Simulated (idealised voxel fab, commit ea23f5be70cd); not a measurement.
Process module name: voxel air gaps
Cross-section cut: width 250 nm, square cells of 5 nm.
How to read a cross-section here: the picture is a grid of square cells, written as bands going from the top down, and any band can span one or more rows of cells.
What a band's entry tells you: where the top is and where the bottom is, as heights in nm, and after that what lies inside, material by material from left to right, each with its width in nm. Empty space is written as the word "blank", and a single material marked with the word "full width" occupies the band from edge to edge.
For the purposes of this specification, 0 denotes the height below which the wafer in its as-received condition is composed wholly of one material, and the lowermost band, lacking a lower limit, extends downward without end, as expressed in "from 0 down".
A width such as "30 to 40" changes by the same amount from each row of cells to the next, from the band's top row to its bottom row.
"everything unchanged" for a step: no cell of the cross-section changed in that step.
For the entry "Sealed void list", the listed items are empty spaces with no open way to the top whose size is 8 cells or more; each item follows the pattern width x height at distance, where distance is from the left edge and all three are in nm.
Note: text after step settings on the step line = simulator remark on that step.
overlay nm: right-of-plan distance of the mask on a masked step; negative values mean left-of-plan.
-- Set out below are the planned steps of the process
1 RECEIVE with material Si
2 CONFORMAL_DEP with material SiO2, thk nm 10
3 CONFORMAL_DEP with material SiN, thk nm 5
4 DIRECTIONAL_DEP with material SiO2, thk nm 35
5 DIRECTIONAL_DEP with material aC, thk nm 10
6 PATTERN with tone open, mask id LINES, material resist, width nm 15, pitch nm 45, thk nm 25, overlay nm 0
7 DIRECTIONAL_ETCH with etch materials aC, depth nm 10
8 STRIP with etch materials resist
9 DIRECTIONAL_ETCH with etch materials SiO2, depth nm 35
10 STRIP with etch materials aC
11 CONFORMAL_DEP with material TiN, thk nm 5
12 FILL_DEP with material W, thk nm 5
13 CMP with height nm 50
14 EPI with material Ru, thk nm 10
15 SELECTIVE_ETCH with etch materials SiO2, depth nm 45
16 CONFORMAL_DEP with material SiN, thk nm 5
-- Concerning the first of two wafers, which was run in accordance with the plan
-- Step 1 complete: cross-section of the wafer as received
* from 0 down = Si full width
* Sealed void list: none
-- After step 2: wafer cross-section
* from 10 to 0 = SiO2 full width
* Below 0, no change.
-- After step 3: wafer cross-section
* from 15 to 10 = SiN full width
* Below 10, no change.
-- After step 4: wafer cross-section
* from 50 to 15 = SiO2 full width
* Below 15, no change.
-- After step 5: wafer cross-section
* from 60 to 50 = aC full width
* Below 50, no change.
-- After step 6: wafer cross-section
* from 85 to 60 = resist=70 | blank=15 | resist=30 | blank=15 | resist=30 | blank=15 | resist=75
* Below 60, no change.
-- After step 7: wafer cross-section
* from 75 to 60 = resist=70 | blank=15 | resist=30 | blank=15 | resist=30 | blank=15 | resist=75
* from 60 to 50 = aC=70 | blank=15 | aC=30 | blank=15 | aC=30 | blank=15 | aC=75
* Below 50, no change.
-- After step 8: wafer cross-section
* from 60 to 50 = aC=70 | blank=15 | aC=30 | blank=15 | aC=30 | blank=15 | aC=75
* Below 50, no change.
-- After step 9: wafer cross-section
* from 60 to 50 = aC=70 | blank=15 | aC=30 | blank=15 | aC=30 | blank=15 | aC=75
* from 50 to 15 = SiO2=70 | blank=15 | SiO2=30 | blank=15 | SiO2=30 | blank=15 | SiO2=75
* Below 15, no change.
-- After step 10: wafer cross-section
* from 50 to 15 = SiO2=70 | blank=15 | SiO2=30 | blank=15 | SiO2=30 | blank=15 | SiO2=75
* Below 15, no change.
-- After step 11: wafer cross-section
* from 55 to 50 = TiN=75 | blank=5 | TiN=40 | blank=5 | TiN=40 | blank=5 | TiN=80
* from 50 to 20 = SiO2=70 | TiN=5 | blank=5 | TiN=5 | SiO2=30 | TiN=5 | blank=5 | TiN=5 | SiO2=30 | TiN=5 | blank=5 | TiN=5 | SiO2=75
* from 20 to 15 = SiO2=70 | TiN=15 | SiO2=30 | TiN=15 | SiO2=30 | TiN=15 | SiO2=75
* Below 15, no change.
-- After step 12: wafer cross-section
* from 60 to 55 = W full width
* from 55 to 50 = TiN=75 | W=5 | TiN=40 | W=5 | TiN=40 | W=5 | TiN=80
* from 50 to 20 = SiO2=70 | TiN=5 | W=5 | TiN=5 | SiO2=30 | TiN=5 | W=5 | TiN=5 | SiO2=30 | TiN=5 | W=5 | TiN=5 | SiO2=75
* Below 20, no change.
-- After step 13: wafer cross-section
* from 50 to 20 = SiO2=70 | TiN=5 | W=5 | TiN=5 | SiO2=30 | TiN=5 | W=5 | TiN=5 | SiO2=30 | TiN=5 | W=5 | TiN=5 | SiO2=75
* Below 20, no change.
-- After step 14: wafer cross-section
* from 60 to 50 = blank=60 | Ru=35 | blank=10 | Ru=35 | blank=10 | Ru=35 | blank=65
* Below 50, no change.
-- After step 15: wafer cross-section
* from 60 to 50 = blank=60 | Ru=35 | blank=10 | Ru=35 | blank=10 | Ru=35 | blank=65
* from 50 to 20 = blank=70 | TiN=5 | W=5 | TiN=5 | blank=30 | TiN=5 | W=5 | TiN=5 | blank=30 | TiN=5 | W=5 | TiN=5 | blank=75
* from 20 to 15 = blank=70 | TiN=15 | blank=30 | TiN=15 | blank=30 | TiN=15 | blank=75
* Below 15, no change.
-- After step 16: wafer cross-section
* from 65 to 60 = blank=55 | SiN=135 | blank=60
* from 60 to 50 = blank=55 | SiN=5 | Ru=35 | SiN=10 | Ru=35 | SiN=10 | Ru=35 | SiN=5 | blank=60
* from 50 to 45 = blank=55 | SiN=15 | TiN=5 | W=5 | TiN=5 | SiN=30 | TiN=5 | W=5 | TiN=5 | SiN=30 | TiN=5 | W=5 | TiN=5 | SiN=15 | blank=60
* from 45 to 20 = blank=65 | SiN=5 | TiN=5 | W=5 | TiN=5 | SiN=5 | blank=20 | SiN=5 | TiN=5 | W=5 | TiN=5 | SiN=5 | blank=20 | SiN=5 | TiN=5 | W=5 | TiN=5 | SiN=5 | blank=70
* from 20 to 15 = SiN=70 | TiN=15 | SiN=30 | TiN=15 | SiN=30 | TiN=15 | SiN=75
* Below 15, no change.
* Sealed void list: 20 x 25 at 90; 20 x 25 at 135
-- Second wafer, same starting conditions and recipe as the first, one mistake in executing it, nothing differs from the first up to and including step 13
-- Second wafer, cut view, end of step 14 per plan
* from 70 to 50 = blank=50 | Ru=145 | blank=55
* Below 50, no change.
-- Second wafer, cut view, end of step 15 per plan
* from 70 to 50 = blank=50 | Ru=145 | blank=55
* from 50 to 20 = blank=70 | TiN=5 | W=5 | TiN=5 | SiO2=30 | TiN=5 | W=5 | TiN=5 | SiO2=30 | TiN=5 | W=5 | TiN=5 | blank=75
* from 20 to 15 = blank=70 | TiN=15 | SiO2=30 | TiN=15 | SiO2=30 | TiN=15 | blank=75
* Below 15, no change.
-- Second wafer, cut view, end of step 16 per plan
* from 75 to 70 = blank=45 | SiN=155 | blank=50
* from 70 to 50 = blank=45 | SiN=5 | Ru=145 | SiN=5 | blank=50
* from 50 to 45 = blank=45 | SiN=25 | TiN=5 | W=5 | TiN=5 | SiO2=30 | TiN=5 | W=5 | TiN=5 | SiO2=30 | TiN=5 | W=5 | TiN=5 | SiN=25 | blank=50
* from 45 to 20 = blank=65 | SiN=5 | TiN=5 | W=5 | TiN=5 | SiO2=30 | TiN=5 | W=5 | TiN=5 | SiO2=30 | TiN=5 | W=5 | TiN=5 | SiN=5 | blank=70
* from 20 to 15 = SiN=70 | TiN=15 | SiO2=30 | TiN=15 | SiO2=30 | TiN=15 | SiN=75
* Below 15, no change.
Heads up, the wafer didn't run the way we planned it: plan step 14 was twice executed
Wafer comparison, final, in cells, second relative to first, materials more or fewer: 74 more of Ru | 40 fewer of SiN | 84 more of SiO2
Wafer, first: 2 closed voids at end. Wafer, second: 0.
